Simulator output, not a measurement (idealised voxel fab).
process module | voxel capacitor over wiring
cross-section cut | 230 nm wide | cells 5 nm
A cross-section is a grid of square cells, given in bands from the top down. A band is one or more rows of cells.
Each band's line starts with the height of the band's top and of its bottom, in nm. Then come its materials from left to right, each with its width in nm. One material with "throughout" fills the band from edge to edge. "air" is empty space.
Height 0 is the level under which the wafer as received is all one material. The lowest band goes on downwards, as in "0 down".
A width such as "30 to 40" changes by the same amount from each row of cells to the next, from the band's top row to its bottom row.
"no change" after a step means that no cell of the cross-section changed.
closed voids: empty space of 8 cells or more with no open way to the top, each as width x height at its distance from the left edge, in nm
after a step's settings: what the simulator itself notes on the step
overlay nm, on a step with a mask: how far to the right of its planned place the mask lay; to the left if negative
plan
1 op RECEIVE | material Si
2 op CONFORMAL_DEP | material SiO2 | thk nm 15
3 op CONFORMAL_DEP | material SiCN | thk nm 5
4 op DIRECTIONAL_DEP | material lowk | thk nm 15
5 op PATTERN | tone open | mask id METAL_1 | material resist | width nm 25 | pitch nm 75 | thk nm 15 | overlay nm 0
6 op DIRECTIONAL_ETCH | etch materials lowk | depth nm 15
7 op DIRECTIONAL_ETCH | etch materials SiCN | depth nm 5
8 op STRIP | etch materials resist
9 op CONFORMAL_DEP | material TiN | thk nm 5
10 op FILL_DEP | material Ru | thk nm 5
11 op CMP | height nm 35
12 op EPI | material Ru | thk nm 5
13 op FILL_DEP | material SiCN | thk nm 5
14 op DIRECTIONAL_DEP | material SiO2 | thk nm 20
15 op DIRECTIONAL_DEP | material aC | thk nm 10
16 op PATTERN | tone open | mask id PLUG_1 | material resist | width nm 15 | thk nm 30 | overlay nm 0
17 op DIRECTIONAL_ETCH | etch materials aC | depth nm 10
18 op STRIP | etch materials resist
19 op DIRECTIONAL_ETCH | etch materials SiO2 | depth nm 20
20 op DIRECTIONAL_ETCH | etch materials SiCN | depth nm 5
21 op STRIP | etch materials aC
22 op CONFORMAL_DEP | material TiN | thk nm 5
23 op FILL_DEP | material W | thk nm 10
24 op CMP | height nm 65
25 op DIRECTIONAL_DEP | material TiN | thk nm 5
26 op DIRECTIONAL_DEP | material HfO2 | thk nm 5
27 op DIRECTIONAL_DEP | material TiN | thk nm 5
28 op MASKED_ETCH | tone cover | mask id UPPER_PLATE | width nm 55 | etch materials TiN | depth nm 5 | overlay nm 0
29 op MASKED_ETCH | tone cover | mask id UPPER_PLATE | width nm 55 | etch materials HfO2 | depth nm 5 | overlay nm 0
30 op MASKED_ETCH | tone cover | mask id LOWER_PLATE | width nm 65 | etch materials TiN | depth nm 5 | overlay nm 0
31 op FILL_DEP | material SiO2 | thk nm 15
32 op CMP | height nm 90
33 op MASKED_ETCH | tone open | mask id PLUG_2 | width nm 15 | etch materials SiO2 | depth nm 10 | overlay nm 0
34 op CONFORMAL_DEP | material TiN | thk nm 5
35 op FILL_DEP | material Cu | thk nm 5
36 op CMP | height nm 90
37 op CONFORMAL_DEP | material SiN | thk nm 5
first wafer, as planned
as received, after step 1
  0 down: Si throughout
  closed voids: none
after step 2
  15 to 0: SiO2 throughout
  below 0: unchanged
after step 3
  20 to 15: SiCN throughout
  below 15: unchanged
after step 4
  35 to 20: lowk throughout
  below 20: unchanged
after step 5
  50 to 35: resist 65 | air 25 | resist 50 | air 25 | resist 65
  below 35: unchanged
after step 6
  50 to 35: resist 65 | air 25 | resist 50 | air 25 | resist 65
  35 to 20: lowk 65 | air 25 | lowk 50 | air 25 | lowk 65
  below 20: unchanged
after step 7
  50 to 35: resist 65 | air 25 | resist 50 | air 25 | resist 65
  35 to 20: lowk 65 | air 25 | lowk 50 | air 25 | lowk 65
  20 to 15: SiCN 65 | air 25 | SiCN 50 | air 25 | SiCN 65
  below 15: unchanged
after step 8
  35 to 20: lowk 65 | air 25 | lowk 50 | air 25 | lowk 65
  below 20: unchanged
after step 9
  40 to 35: TiN 70 | air 15 | TiN 60 | air 15 | TiN 70
  35 to 20: lowk 65 | TiN 5 | air 15 | TiN 5 | lowk 50 | TiN 5 | air 15 | TiN 5 | lowk 65
  20 to 15: SiCN 65 | TiN 25 | SiCN 50 | TiN 25 | SiCN 65
  below 15: unchanged
after step 10
  45 to 40: Ru throughout
  40 to 35: TiN 70 | Ru 15 | TiN 60 | Ru 15 | TiN 70
  35 to 20: lowk 65 | TiN 5 | Ru 15 | TiN 5 | lowk 50 | TiN 5 | Ru 15 | TiN 5 | lowk 65
  below 20: unchanged
after step 11
  35 to 20: lowk 65 | TiN 5 | Ru 15 | TiN 5 | lowk 50 | TiN 5 | Ru 15 | TiN 5 | lowk 65
  below 20: unchanged
after step 12
  40 to 35: air 60 | Ru 35 | air 40 | Ru 35 | air 60
  below 35: unchanged
after step 13
  45 to 40: SiCN throughout
  40 to 35: SiCN 60 | Ru 35 | SiCN 40 | Ru 35 | SiCN 60
  below 35: unchanged
after step 14
  65 to 45: SiO2 throughout
  below 45: unchanged
after step 15
  75 to 65: aC throughout
  below 65: unchanged
after step 16
  105 to 75: resist 75 | air 15 | resist 140
  below 75: unchanged
after step 17
  95 to 75: resist 75 | air 15 | resist 140
  75 to 65: aC 75 | air 15 | aC 140
  below 65: unchanged
after step 18
  75 to 65: aC 75 | air 15 | aC 140
  below 65: unchanged
after step 19
  75 to 65: aC 75 | air 15 | aC 140
  65 to 45: SiO2 75 | air 15 | SiO2 140
  below 45: unchanged
after step 20
  75 to 65: aC 75 | air 15 | aC 140
  65 to 45: SiO2 75 | air 15 | SiO2 140
  45 to 40: SiCN 75 | air 15 | SiCN 140
  below 40: unchanged
after step 21
  65 to 45: SiO2 75 | air 15 | SiO2 140
  below 45: unchanged
after step 22
  70 to 65: TiN 80 | air 5 | TiN 145
  65 to 45: SiO2 75 | TiN 5 | air 5 | TiN 5 | SiO2 140
  45 to 40: SiCN 75 | TiN 15 | SiCN 140
  below 40: unchanged
after step 23
  80 to 70: W throughout
  70 to 65: TiN 80 | W 5 | TiN 145
  65 to 45: SiO2 75 | TiN 5 | W 5 | TiN 5 | SiO2 140
  below 45: unchanged
after step 24
  65 to 45: SiO2 75 | TiN 5 | W 5 | TiN 5 | SiO2 140
  below 45: unchanged
after step 25
  70 to 65: TiN throughout
  below 65: unchanged
after step 26
  75 to 70: HfO2 throughout
  below 70: unchanged
after step 27
  80 to 75: TiN throughout
  below 75: unchanged
after step 28
  80 to 75: air 75 | TiN 55 | air 100
  below 75: unchanged
after step 29
  80 to 75: air 75 | TiN 55 | air 100
  75 to 70: air 75 | HfO2 55 | air 100
  below 70: unchanged
after step 30
  80 to 75: air 75 | TiN 55 | air 100
  75 to 70: air 75 | HfO2 55 | air 100
  70 to 65: air 70 | TiN 65 | air 95
  below 65: unchanged
after step 31
  95 to 80: SiO2 throughout
  80 to 75: SiO2 75 | TiN 55 | SiO2 100
  75 to 70: SiO2 75 | HfO2 55 | SiO2 100
  70 to 65: SiO2 70 | TiN 65 | SiO2 95
  below 65: unchanged
after step 32
  90 to 80: SiO2 throughout
  below 80: unchanged
after step 33
  90 to 80: SiO2 85 | air 15 | SiO2 130
  below 80: unchanged
after step 34
  95 to 90: TiN 90 | air 5 | TiN 135
  90 to 85: SiO2 85 | TiN 5 | air 5 | TiN 5 | SiO2 130
  85 to 75: SiO2 85 to 75 | TiN 15 to 55 | SiO2 130 to 100
  below 75: unchanged
after step 35
  100 to 95: Cu throughout
  95 to 90: TiN 90 | Cu 5 | TiN 135
  90 to 85: SiO2 85 | TiN 5 | Cu 5 | TiN 5 | SiO2 130
  below 85: unchanged
after step 36
  90 to 85: SiO2 85 | TiN 5 | Cu 5 | TiN 5 | SiO2 130
  below 85: unchanged
after step 37
  95 to 90: SiN throughout
  below 90: unchanged
second wafer: like start, like plan, one mistake. Through step 2 it matches the first wafer
when step 3 should have ended
  30 to 15: lowk throughout
  below 15: unchanged
when step 4 should have ended
  35 to 30: SiCN throughout
  below 30: unchanged
when step 5 should have ended
  50 to 35: resist 65 | air 25 | resist 50 | air 25 | resist 65
  below 35: unchanged
when step 6 should have ended: no change
when step 7 should have ended
  50 to 35: resist 65 | air 25 | resist 50 | air 25 | resist 65
  35 to 30: SiCN 65 | air 25 | SiCN 50 | air 25 | SiCN 65
  below 30: unchanged
when step 8 should have ended
  35 to 30: SiCN 65 | air 25 | SiCN 50 | air 25 | SiCN 65
  below 30: unchanged
when step 9 should have ended
  40 to 35: TiN 70 | air 15 | TiN 60 | air 15 | TiN 70
  35 to 30: SiCN 65 | TiN 25 | SiCN 50 | TiN 25 | SiCN 65
  below 30: unchanged
when step 10 should have ended
  45 to 40: Ru throughout
  40 to 35: TiN 70 | Ru 15 | TiN 60 | Ru 15 | TiN 70
  below 35: unchanged
when step 11 should have ended
  35 to 30: SiCN 65 | TiN 25 | SiCN 50 | TiN 25 | SiCN 65
  below 30: unchanged
when step 12 should have ended
  40 to 35: air 60 | Ru 35 | air 40 | Ru 35 | air 60
  below 35: unchanged
when step 13 should have ended
  45 to 40: SiCN throughout
  40 to 35: SiCN 60 | Ru 35 | SiCN 40 | Ru 35 | SiCN 60
  below 35: unchanged
when step 14 should have ended
  65 to 45: SiO2 throughout
  below 45: unchanged
when step 15 should have ended
  75 to 65: aC throughout
  below 65: unchanged
when step 16 should have ended
  105 to 75: resist 75 | air 15 | resist 140
  below 75: unchanged
when step 17 should have ended
  95 to 75: resist 75 | air 15 | resist 140
  75 to 65: aC 75 | air 15 | aC 140
  below 65: unchanged
when step 18 should have ended
  75 to 65: aC 75 | air 15 | aC 140
  below 65: unchanged
when step 19 should have ended
  75 to 65: aC 75 | air 15 | aC 140
  65 to 45: SiO2 75 | air 15 | SiO2 140
  below 45: unchanged
when step 20 should have ended
  75 to 65: aC 75 | air 15 | aC 140
  65 to 45: SiO2 75 | air 15 | SiO2 140
  45 to 40: SiCN 75 | air 15 | SiCN 140
  below 40: unchanged
when step 21 should have ended
  65 to 45: SiO2 75 | air 15 | SiO2 140
  below 45: unchanged
when step 22 should have ended
  70 to 65: TiN 80 | air 5 | TiN 145
  65 to 45: SiO2 75 | TiN 5 | air 5 | TiN 5 | SiO2 140
  45 to 40: SiCN 75 | TiN 15 | SiCN 140
  below 40: unchanged
when step 23 should have ended
  80 to 70: W throughout
  70 to 65: TiN 80 | W 5 | TiN 145
  65 to 45: SiO2 75 | TiN 5 | W 5 | TiN 5 | SiO2 140
  below 45: unchanged
when step 24 should have ended
  65 to 45: SiO2 75 | TiN 5 | W 5 | TiN 5 | SiO2 140
  below 45: unchanged
when step 25 should have ended
  70 to 65: TiN throughout
  below 65: unchanged
when step 26 should have ended
  75 to 70: HfO2 throughout
  below 70: unchanged
when step 27 should have ended
  80 to 75: TiN throughout
  below 75: unchanged
when step 28 should have ended
  80 to 75: air 75 | TiN 55 | air 100
  below 75: unchanged
when step 29 should have ended
  80 to 75: air 75 | TiN 55 | air 100
  75 to 70: air 75 | HfO2 55 | air 100
  below 70: unchanged
when step 30 should have ended
  80 to 75: air 75 | TiN 55 | air 100
  75 to 70: air 75 | HfO2 55 | air 100
  70 to 65: air 70 | TiN 65 | air 95
  below 65: unchanged
when step 31 should have ended
  95 to 80: SiO2 throughout
  80 to 75: SiO2 75 | TiN 55 | SiO2 100
  75 to 70: SiO2 75 | HfO2 55 | SiO2 100
  70 to 65: SiO2 70 | TiN 65 | SiO2 95
  below 65: unchanged
when step 32 should have ended
  90 to 80: SiO2 throughout
  below 80: unchanged
when step 33 should have ended
  90 to 80: SiO2 85 | air 15 | SiO2 130
  below 80: unchanged
when step 34 should have ended
  95 to 90: TiN 90 | air 5 | TiN 135
  90 to 85: SiO2 85 | TiN 5 | air 5 | TiN 5 | SiO2 130
  85 to 75: SiO2 85 to 75 | TiN 15 to 55 | SiO2 130 to 100
  below 75: unchanged
when step 35 should have ended
  100 to 95: Cu throughout
  95 to 90: TiN 90 | Cu 5 | TiN 135
  90 to 85: SiO2 85 | TiN 5 | Cu 5 | TiN 5 | SiO2 130
  below 85: unchanged
when step 36 should have ended
  90 to 85: SiO2 85 | TiN 5 | Cu 5 | TiN 5 | SiO2 130
  below 85: unchanged
when step 37 should have ended
  95 to 90: SiN throughout
  below 90: unchanged
what went wrong: steps 3 and 4 were swapped
at the end the second wafer has, in cells: 18 fewer of Ru | 12 fewer of TiN | 30 more of lowk
